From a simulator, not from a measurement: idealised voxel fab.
process module | voxel ribs on slabs
cross-section cut | 175 nm wide | cells 5 nm
A cross-section is a grid of square cells, given in bands from the top down. A band is one or more rows of cells.
Each band's line starts with the height of the band's top and of its bottom, in nm. Then come its materials from left to right, each with its width in nm. One material with "throughout" fills the band from edge to edge. "air" is empty space.
Height 0 is the level under which the wafer as received is all one material. The lowest band goes on downwards, as in "0 down".
A width such as "30 to 40" changes by the same amount from each row of cells to the next, from the band's top row to its bottom row.
"no change" after a step means that no cell of the cross-section changed.
closed voids: empty space of 8 cells or more with no open way to the top, each as width x height at its distance from the left edge, in nm
after a step's settings: what the simulator itself notes on the step
overlay nm, on a step with a mask: how far to the right of its planned place the mask lay; to the left if negative
plan
1 op RECEIVE | material Si
2 op DIRECTIONAL_DEP | material SiO2 | thk nm 20
3 op DIRECTIONAL_DEP | material SiN | thk nm 15
4 op MASKED_ETCH | tone cover | mask id RIB | width nm 25 | etch materials SiN | depth nm 5 | overlay nm 0
5 op MASKED_ETCH | tone cover | mask id SLAB | width nm 55 | etch materials SiN | depth nm 10 | overlay nm 0
6 op FILL_DEP | material SiO2 | thk nm 15
7 op CMP | height nm 45
8 op DIRECTIONAL_DEP | material W | thk nm 10
9 op PATTERN | tone cover | mask id HEATER | material resist | width nm 35 | thk nm 15 | overlay nm 0
10 op DIRECTIONAL_ETCH | etch materials W | depth nm 10
11 op STRIP | etch materials resist
12 op CONFORMAL_DEP | material SiN | thk nm 10
as received, after step 1
  0 down: Si throughout
  closed voids: none
first wafer at the end, as planned
  65 to 55: air 60 | SiN 55 | air 60
  55 to 45: SiN 70 | W 35 | SiN 70
  45 to 35: SiO2 throughout
  35 to 30: SiO2 75 | SiN 25 | SiO2 75
  30 to 20: SiO2 60 | SiN 55 | SiO2 60
  20 to 0: SiO2 throughout
  0 down: Si throughout
  closed voids: none
second wafer at the end: like start, like plan, one mistake
  65 to 55: air 60 | SiN 55 | air 60
  55 to 45: SiN 70 | W 35 | SiN 70
  45 to 40: SiO2 60 | SiN 55 | SiO2 60
  40 to 0: SiO2 throughout
  0 down: Si throughout
  closed voids: none
what went wrong: step 2 was run twice
at the end the second wafer has, in cells: 16 fewer of SiN | 16 more of SiO2
